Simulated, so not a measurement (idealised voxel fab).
The name of this process module is voxel transistor to metal.
The cross-section on display is named cut; it measures 295 nm wide, and its cells are 5 nm squares.
When this document writes out a cross-section, it uses a grid of square cells and lists it as bands, beginning at the top and moving down, with a band standing for one or more rows of cells.
It is stipulated that each band's entry specify, in nanometres, the height of the top of the band and then that of its bottom, followed by the materials of the band in left-to-right sequence, each together with its width in nanometres. A single material marked by the word "all across" is understood to fill the band from edge to edge; the word "blank" is understood to denote empty space.
Below 0: as-received wafer, all one material; heights counted from there. Lowest band: no bottom, goes on down, written "0..down".
Top row gets the first number, bottom row gets the second, and each row in between changes by the same step: that is how a band width like "30..40" works.
Key: "no modification" - step with no changed cell in the cross-section.
"Entrapped void list": empty spaces of 8 cells or more with no open way to the top, each given as width x height at distance, distance from the left edge, all in nm.
Heads up: the bit after the settings on a step's line is the simulator's remark on that step.
"overlay nm" denotes, for a step that has a mask, the displacement of the mask to the right of its planned place, with negative values corresponding to the left.

[The steps planned for the process are as follows]
1) RECEIVE,material Si
2) CONFORMAL_DEP,material SiO2,thk nm 5
3) CONFORMAL_DEP,material SiN,thk nm 15
4) PATTERN,tone cover,mask id ACTIVE,material resist,width nm 105,pitch nm 130,thk nm 20,overlay nm 0
5) DIRECTIONAL_ETCH,etch materials SiN,depth nm 15
6) DIRECTIONAL_ETCH,etch materials SiO2,depth nm 5
7) DIRECTIONAL_ETCH,etch materials Si,depth nm 30
8) STRIP,etch materials resist
9) OXIDIZE,depth nm 5
10) FILL_DEP,material SiO2,thk nm 15
11) CMP,height nm 20
12) SELECTIVE_ETCH,etch materials SiO2,depth nm 15
13) STRIP,etch materials SiN
14) SELECTIVE_ETCH,etch materials SiO2,depth nm 5
15) OXIDIZE,depth nm 5
16) DIRECTIONAL_DEP,material polySi,thk nm 25
17) DIRECTIONAL_DEP,material SiCN,thk nm 15
18) DIRECTIONAL_DEP,material aC,thk nm 10
19) PATTERN,tone cover,mask id GATE,material resist,width nm 25,pitch nm 130,thk nm 25,overlay nm 0
20) DIRECTIONAL_ETCH,etch materials aC,depth nm 10
21) STRIP,etch materials resist
22) DIRECTIONAL_ETCH,etch materials SiCN,depth nm 25
23) DIRECTIONAL_ETCH,etch materials polySi,depth nm 35
24) STRIP,etch materials aC
25) CONFORMAL_DEP,material SiN,thk nm 5
26) DIRECTIONAL_ETCH,etch materials SiN,depth nm 5
27) DIRECTIONAL_ETCH,etch materials SiO2,depth nm 5
28) DIRECTIONAL_ETCH,etch materials Si,depth nm 10
29) EPI,material nSi,thk nm 15
30) FILL_DEP,material SiO2,thk nm 5
31) CMP,height nm 40
32) DIRECTIONAL_DEP,material SiO2,thk nm 10
33) PATTERN,tone open,mask id CONTACT,material resist,width nm 30,pitch nm 65,thk nm 15,overlay nm 0
34) DIRECTIONAL_ETCH,etch materials SiO2,depth nm 50
35) STRIP,etch materials resist
36) CONFORMAL_DEP,material TiN,thk nm 5
37) FILL_DEP,material W,thk nm 5
38) CMP,height nm 50
39) DIRECTIONAL_DEP,material TiN,thk nm 5
40) DIRECTIONAL_DEP,material Ru,thk nm 15
41) MASKED_ETCH,tone cover,mask id METAL_1,width nm 15,etch materials Ru,depth nm 15,overlay nm 0
42) MASKED_ETCH,tone cover,mask id METAL_1,width nm 15,etch materials TiN,depth nm 5,overlay nm 0
43) CONFORMAL_DEP,material SiN,thk nm 5
44) FILL_DEP,material SiO2,thk nm 5
45) CMP,height nm 70
46) CONFORMAL_DEP,material SiCN,thk nm 5
47) DIRECTIONAL_DEP,material SiO2,thk nm 25
48) DIRECTIONAL_DEP,material aC,thk nm 10
49) PATTERN,tone open,mask id METAL_2,material resist,width nm 15,pitch nm 130,thk nm 30,overlay nm 0
50) DIRECTIONAL_ETCH,etch materials aC,depth nm 10
51) STRIP,etch materials resist
52) DIRECTIONAL_ETCH,etch materials SiO2,depth nm 15
53) STRIP,etch materials aC
54) MASKED_ETCH,tone open,mask id METAL_2_HOLES,width nm 15,pitch nm 130,etch materials SiO2,depth nm 10,overlay nm 0
55) MASKED_ETCH,tone open,mask id METAL_2_HOLES,width nm 15,pitch nm 130,etch materials SiCN,depth nm 5,overlay nm 0
56) CONFORMAL_DEP,material TiN,thk nm 5
57) FILL_DEP,material Ru,thk nm 10
58) CMP,height nm 100
59) CONFORMAL_DEP,material SiN,thk nm 5

[Delivered wafer in cross-section: state after step 1]
0..down: Si all across
Entrapped void list: none

[Cross-section taken at module completion on the first of two wafers; processed per the plan]
105..100: SiN all across
100..75: 35 nm SiO2; 5 nm TiN; 5 nm Ru; 5 nm TiN; 115 nm SiO2; 5 nm TiN; 5 nm Ru; 5 nm TiN; 115 nm SiO2
75..70: 35 nm SiCN; 15 nm TiN; 115 nm SiCN; 15 nm TiN; 115 nm SiCN
70..55: 30 nm SiO2; 5 nm SiN; 15 nm Ru; 5 nm SiN; 55 nm SiO2; 5 nm SiN; 15 nm Ru; 5 nm SiN; 25 nm SiO2; 5 nm SiN; 15 nm Ru; 5 nm SiN; 55 nm SiO2; 5 nm SiN; 15 nm Ru; 5 nm SiN; 30 nm SiO2
55..50: 35 nm SiN; 15 nm TiN; 65 nm SiN; 15 nm TiN; 35 nm SiN; 15 nm TiN; 65 nm SiN; 15 nm TiN; 35 nm SiN
50..40: 35 nm SiO2; 5 nm TiN; 20 nm W; 5 nm TiN; 35 nm SiO2; 5 nm TiN; 20 nm W; 5 nm TiN; 35 nm SiO2; 5 nm TiN; 20 nm W; 5 nm TiN; 35 nm SiO2; 5 nm TiN; 20 nm W; 5 nm TiN; 35 nm SiO2
40..25: 35 nm SiO2; 5 nm TiN; 20 nm W; 5 nm TiN; 5 nm SiN; 25 nm SiCN; 5 nm SiN; 5 nm TiN; 20 nm W; 5 nm TiN; 35 nm SiO2; 5 nm TiN; 20 nm W; 5 nm TiN; 5 nm SiN; 25 nm SiCN; 5 nm SiN; 5 nm TiN; 20 nm W; 5 nm TiN; 35 nm SiO2
25..15: 35 nm SiO2; 5 nm TiN; 20 nm W; 5 nm TiN; 5 nm SiN; 25 nm polySi; 5 nm SiN; 5 nm TiN; 20 nm W; 5 nm TiN; 35 nm SiO2; 5 nm TiN; 20 nm W; 5 nm TiN; 5 nm SiN; 25 nm polySi; 5 nm SiN; 5 nm TiN; 20 nm W; 5 nm TiN; 35 nm SiO2
15..10: 35 nm SiO2; 5 nm TiN; 5 nm W; 20 nm TiN; 5 nm SiN; 25 nm polySi; 5 nm SiN; 20 nm TiN; 5 nm W; 5 nm TiN; 35 nm SiO2; 5 nm TiN; 5 nm W; 20 nm TiN; 5 nm SiN; 25 nm polySi; 5 nm SiN; 20 nm TiN; 5 nm W; 5 nm TiN; 35 nm SiO2
10..5: 35 nm SiO2; 5 nm TiN; 5 nm W; 5 nm TiN; 15 nm nSi; 5 nm SiN; 25 nm polySi; 5 nm SiN; 15 nm nSi; 5 nm TiN; 5 nm W; 5 nm TiN; 35 nm SiO2; 5 nm TiN; 5 nm W; 5 nm TiN; 15 nm nSi; 5 nm SiN; 25 nm polySi; 5 nm SiN; 15 nm nSi; 5 nm TiN; 5 nm W; 5 nm TiN; 35 nm SiO2
5..0: 35 nm SiO2; 15 nm TiN; 15 nm nSi; 5 nm SiN; 25 nm polySi; 5 nm SiN; 15 nm nSi; 15 nm TiN; 35 nm SiO2; 15 nm TiN; 15 nm nSi; 5 nm SiN; 25 nm polySi; 5 nm SiN; 15 nm nSi; 15 nm TiN; 35 nm SiO2
0..-5: 30 nm SiO2; 35 nm nSi; 35 nm SiO2; 35 nm nSi; 25 nm SiO2; 35 nm nSi; 35 nm SiO2; 35 nm nSi; 30 nm SiO2
-5..-15: 35 nm SiO2; 30 nm nSi; 35 nm Si; 30 nm nSi; 35 nm SiO2; 30 nm nSi; 35 nm Si; 30 nm nSi; 35 nm SiO2
-15..-35: 35 nm SiO2; 95 nm Si; 35 nm SiO2; 95 nm Si; 35 nm SiO2
-35..down: Si all across
Entrapped void list: none

[So this is wafer number two of the two, cut at the end of the module - it started where the first did and had the same plan, we just got one thing wrong running it]
105..100: SiN all across
100..75: 35 nm SiO2; 5 nm TiN; 5 nm Ru; 5 nm TiN; 115 nm SiO2; 5 nm TiN; 5 nm Ru; 5 nm TiN; 115 nm SiO2
75..70: 35 nm SiCN; 15 nm TiN; 115 nm SiCN; 15 nm TiN; 115 nm SiCN
70..55: 30 nm SiO2; 5 nm SiN; 15 nm Ru; 5 nm SiN; 55 nm SiO2; 5 nm SiN; 15 nm Ru; 5 nm SiN; 25 nm SiO2; 5 nm SiN; 15 nm Ru; 5 nm SiN; 55 nm SiO2; 5 nm SiN; 15 nm Ru; 5 nm SiN; 30 nm SiO2
55..50: 35 nm SiN; 15 nm TiN; 65 nm SiN; 15 nm TiN; 35 nm SiN; 15 nm TiN; 65 nm SiN; 15 nm TiN; 35 nm SiN
50..45: 30 nm W; 5 nm TiN; 30 nm SiO2; 5 nm TiN; 25 nm W; 5 nm TiN; 30 nm SiO2; 5 nm TiN; 25 nm W; 5 nm TiN; 30 nm SiO2; 5 nm TiN; 25 nm W; 5 nm TiN; 30 nm SiO2; 5 nm TiN; 30 nm W
45..40: 30 nm W; 5 nm TiN; 30 nm SiO2; 35 nm TiN; 30 nm SiO2; 5 nm TiN; 25 nm W; 5 nm TiN; 30 nm SiO2; 35 nm TiN; 30 nm SiO2; 5 nm TiN; 30 nm W
40..25: 30 nm W; 5 nm TiN; 30 nm SiO2; 5 nm SiN; 25 nm SiCN; 5 nm SiN; 30 nm SiO2; 5 nm TiN; 25 nm W; 5 nm TiN; 30 nm SiO2; 5 nm SiN; 25 nm SiCN; 5 nm SiN; 30 nm SiO2; 5 nm TiN; 30 nm W
25..10: 30 nm W; 5 nm TiN; 30 nm SiO2; 5 nm SiN; 25 nm polySi; 5 nm SiN; 30 nm SiO2; 5 nm TiN; 25 nm W; 5 nm TiN; 30 nm SiO2; 5 nm SiN; 25 nm polySi; 5 nm SiN; 30 nm SiO2; 5 nm TiN; 30 nm W
10..5: 30 nm W; 5 nm TiN; 15 nm SiO2; 15 nm nSi; 5 nm SiN; 25 nm polySi; 5 nm SiN; 15 nm nSi; 15 nm SiO2; 5 nm TiN; 25 nm W; 5 nm TiN; 15 nm SiO2; 15 nm nSi; 5 nm SiN; 25 nm polySi; 5 nm SiN; 15 nm nSi; 15 nm SiO2; 5 nm TiN; 30 nm W
5..0: 35 nm TiN; 15 nm SiO2; 15 nm nSi; 5 nm SiN; 25 nm polySi; 5 nm SiN; 15 nm nSi; 15 nm SiO2; 35 nm TiN; 15 nm SiO2; 15 nm nSi; 5 nm SiN; 25 nm polySi; 5 nm SiN; 15 nm nSi; 15 nm SiO2; 35 nm TiN
0..-5: 30 nm SiO2; 35 nm nSi; 35 nm SiO2; 35 nm nSi; 25 nm SiO2; 35 nm nSi; 35 nm SiO2; 35 nm nSi; 30 nm SiO2
-5..-15: 35 nm SiO2; 30 nm nSi; 35 nm Si; 30 nm nSi; 35 nm SiO2; 30 nm nSi; 35 nm Si; 30 nm nSi; 35 nm SiO2
-15..-35: 35 nm SiO2; 95 nm Si; 35 nm SiO2; 95 nm Si; 35 nm SiO2
-35..down: Si all across
Entrapped void list: none
The plan and the run diverged here: step 33 deviated from plan and actually ran as PATTERN,tone cover,mask id CONTACT,material resist,width nm 30,pitch nm 65,thk nm 15,overlay nm 0
Once processing is complete, comparing cell counts shows that the second wafer has more or fewer of certain materials than the first: SiO2 -22 | TiN -21 | W +43
